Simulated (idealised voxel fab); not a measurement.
The name of this process module is voxel lift off.
Cross-sectional view cut (width: 180 nm; square cell size: 5 nm).
Bands, listed from the top down, are how a cross-section gets written in this document; the cross-section itself is a grid of square cells, and a band is one or more rows of them. Quick guide to a band line: top height, bottom height (nm) up front; then every material left to right with its width in nm. Only one material and it's marked "everywhere"? Then it fills the band edge to edge. And "empty" just means empty space. Ref level 0: as-received wafer is one material below here. Bottom band extends down with no lower bound ("0..down"). When a width is written as two numbers, as in "30..40", the first number is the width in the top row of cells of the band and the second is the width in its bottom row, and the width changes by the same amount from each row to the next. Where a step carries "same as before", the cross-section came out of it unchanged, cell for cell. What "Closed void inventory" gives you is every empty space of 8 cells or more that is cut off from the top. Each appears as width x height at distance, with the distance taken from the left edge and width, height and distance all in nm. Heads up: the bit after the settings on a step's line is the simulator's remark on that step. "overlay nm" denotes, for a step that has a mask, the displacement of the mask to the right of its planned place, with negative values corresponding to the left.
-- Below is the list of planned process steps
1,RECEIVE,material Si
2,CONFORMAL_DEP,material SiO2,thk nm 10
3,PATTERN,tone open,mask id LINES,material resist,width nm 15,pitch nm 35,thk nm 15,overlay nm 0
4,DIRECTIONAL_DEP,material Ru,thk nm 5
5,STRIP,etch materials resist
6,CONFORMAL_DEP,material SiO2,thk nm 10
-- On the first of the two wafers: run conducted according to plan
-- Step 1 complete: cross-section of the wafer as received
	0..down = Si everywhere
	Closed void inventory: none
-- How the wafer stands in section after step 2
	10..0 = SiO2 everywhere
	below 0: unchanged
-- How the wafer stands in section after step 3
	25..10 = 45 resist  15 empty  20 resist  15 empty  20 resist  15 empty  50 resist
	below 10: unchanged
-- How the wafer stands in section after step 4
	30..25 = 45 Ru  15 empty  20 Ru  15 empty  20 Ru  15 empty  50 Ru
	25..15 = 45 resist  15 empty  20 resist  15 empty  20 resist  15 empty  50 resist
	15..10 = 45 resist  15 Ru  20 resist  15 Ru  20 resist  15 Ru  50 resist
	below 10: unchanged
-- How the wafer stands in section after step 5
	15..10 = 45 empty  15 Ru  20 empty  15 Ru  20 empty  15 Ru  50 empty
	below 10: unchanged
-- How the wafer stands in section after step 6
	25..20 = 35 empty  105 SiO2  40 empty
	20..15 = SiO2 everywhere
	15..10 = 45 SiO2  15 Ru  20 SiO2  15 Ru  20 SiO2  15 Ru  50 SiO2
	below 10: unchanged
-- It is to be noted that the second wafer proceeded from the same initial state and according to the same plan as the first, although one mistake was committed in its execution; through step 2, inclusive, the two wafers share an identical history
-- Second wafer, cross-section, planned end of step 3
	25..10 = 35 resist  15 empty  20 resist  15 empty  20 resist  15 empty  60 resist
	below 10: unchanged
-- Second wafer, cross-section, planned end of step 4
	30..25 = 35 Ru  15 empty  20 Ru  15 empty  20 Ru  15 empty  60 Ru
	25..15 = 35 resist  15 empty  20 resist  15 empty  20 resist  15 empty  60 resist
	15..10 = 35 resist  15 Ru  20 resist  15 Ru  20 resist  15 Ru  60 resist
	below 10: unchanged
-- Second wafer, cross-section, planned end of step 5
	15..10 = 35 empty  15 Ru  20 empty  15 Ru  20 empty  15 Ru  60 empty
	below 10: unchanged
-- Second wafer, cross-section, planned end of step 6
	25..20 = 25 empty  105 SiO2  50 empty
	20..15 = SiO2 everywhere
	15..10 = 35 SiO2  15 Ru  20 SiO2  15 Ru  20 SiO2  15 Ru  60 SiO2
	below 10: unchanged
What was done differently from what was planned? note that step 3 departed from the planned setting and was carried out as PATTERN,tone open,mask id LINES,material resist,width nm 15,pitch nm 35,thk nm 15,overlay nm -10
Upon completion, the cell count for each material on the second wafer equals that on the first, whereas the spatial distribution of those cells differs.
